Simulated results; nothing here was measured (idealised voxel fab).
voxel capacitor over wiring: a process module
In the cross-section labelled cut, the width is 280 nm and each square cell is 5 nm.
Cross-sections here: square-cell grids, written as top-down lists of bands, a band being one or more rows of cells.
Each band's line starts with the height of the band's top and of its bottom, in nm. Then come its materials from left to right, each with its width in nm. One material with "full width" fills the band from edge to edge. "empty" is empty space.
Heights are expressed relative to 0, this being the level below which the as-received wafer comprises one material exclusively. The lowest band is unbounded in the downward direction and is denoted as in "top 0, no bottom".
Width "30..40": first value at the band's top row of cells, second value at its bottom row, equal change from row to row.
It should be understood that the words "no modification", when stated for a given step, signify that the cross-section underwent no change in any of its cells during that step.
Voids not open to the top, 8 cells minimum: see "Catalogued sealed voids". Written width x height at distance; distance is from the left edge; nm.
Note: text after step settings on the step line = simulator remark on that step.
What "overlay nm" on a step's line means: if the step has a mask, that mask lay this far to the right of its planned place, or, when the value is negative, to the left.

This section lists the process steps that were planned:
1. op RECEIVE | material Si
2. op CONFORMAL_DEP | material SiO2 | thk nm 10
3. op DIRECTIONAL_DEP | material TiN | thk nm 5
4. op DIRECTIONAL_DEP | material W | thk nm 20
5. op MASKED_ETCH | tone cover | mask id METAL_1 | width nm 25 | pitch nm 85 | etch materials W | depth nm 20 | overlay nm 0
6. op MASKED_ETCH | tone cover | mask id METAL_1 | width nm 25 | pitch nm 85 | etch materials TiN | depth nm 5 | overlay nm 0
7. op CONFORMAL_DEP | material SiN | thk nm 5
8. op FILL_DEP | material lowk | thk nm 5
9. op CMP | height nm 35
10. op CONFORMAL_DEP | material SiCN | thk nm 5
11. op DIRECTIONAL_DEP | material SiO2 | thk nm 15
12. op PATTERN | tone open | mask id PLUG_1 | material resist | width nm 15 | thk nm 15 | overlay nm 0
13. op DIRECTIONAL_ETCH | etch materials SiO2 | depth nm 15
14. op DIRECTIONAL_ETCH | etch materials SiCN | depth nm 5
15. op STRIP | etch materials resist
16. op EPI | material Ru | thk nm 10
17. op EPI | material Ru | thk nm 10
18. op DIRECTIONAL_DEP | material TiN | thk nm 10
19. op DIRECTIONAL_DEP | material HfO2 | thk nm 5
20. op DIRECTIONAL_DEP | material TiN | thk nm 5
21. op DIRECTIONAL_DEP | material aC | thk nm 15
22. op PATTERN | tone cover | mask id UPPER_PLATE | material resist | width nm 65 | thk nm 30 | overlay nm 0
23. op DIRECTIONAL_ETCH | etch materials aC | depth nm 15
24. op STRIP | etch materials resist
25. op DIRECTIONAL_ETCH | etch materials TiN | depth nm 5
26. op DIRECTIONAL_ETCH | etch materials HfO2 | depth nm 5
27. op STRIP | etch materials aC
28. op DIRECTIONAL_DEP | material aC | thk nm 15
29. op PATTERN | tone cover | mask id LOWER_PLATE | material resist | width nm 75 | thk nm 35 | overlay nm 0
30. op DIRECTIONAL_ETCH | etch materials aC | depth nm 15
31. op STRIP | etch materials resist
32. op DIRECTIONAL_ETCH | etch materials TiN | depth nm 10
33. op STRIP | etch materials aC
34. op FILL_DEP | material SiO2 | thk nm 15
35. op CMP | height nm 85
36. op DIRECTIONAL_DEP | material aC | thk nm 15
37. op PATTERN | tone open | mask id PLUG_2 | material resist | width nm 15 | thk nm 35 | overlay nm 0
38. op DIRECTIONAL_ETCH | etch materials aC | depth nm 15
39. op STRIP | etch materials resist
40. op DIRECTIONAL_ETCH | etch materials SiO2 | depth nm 10
41. op STRIP | etch materials aC
42. op CONFORMAL_DEP | material TiN | thk nm 5
43. op FILL_DEP | material Cu | thk nm 5
44. op CMP | height nm 85
45. op CONFORMAL_DEP | material SiCN | thk nm 5

Wafer at receipt (post step 1), cross-section:
top 0, no bottom | Si full width
Catalogued sealed voids: none

Wafer at module end, in section. Began as above, planned as above, run with one mistake:
top 90, bottom 85 | SiCN full width
top 85, bottom 80 | SiO2: 105  TiN: 5  Cu: 5  TiN: 5  SiO2: 160
top 80, bottom 70 | SiO2: 105..95  TiN: 15..65  SiO2: 160..120
top 70, bottom 65 | SiO2: 95  HfO2: 65  SiO2: 120
top 65, bottom 55 | SiO2: 90  TiN: 75  SiO2: 115
top 55, bottom 40 | SiO2: 95  Ru: 15  SiO2: 170
top 40, bottom 35 | SiCN: 95  Ru: 15  SiCN: 170
top 35, bottom 15 | lowk: 80  SiCN: 5  W: 25  SiCN: 5  lowk: 50  SiCN: 5  W: 25  SiCN: 5  lowk: 80
top 15, bottom 10 | SiCN: 85  TiN: 25  SiCN: 60  TiN: 25  SiCN: 85
top 10, bottom 0 | SiO2 full width
top 0, no bottom | Si full width
Catalogued sealed voids: none
Short version of what went wrong: step 7 did not use the planned setting and instead ran as op CONFORMAL_DEP | material SiCN | thk nm 5
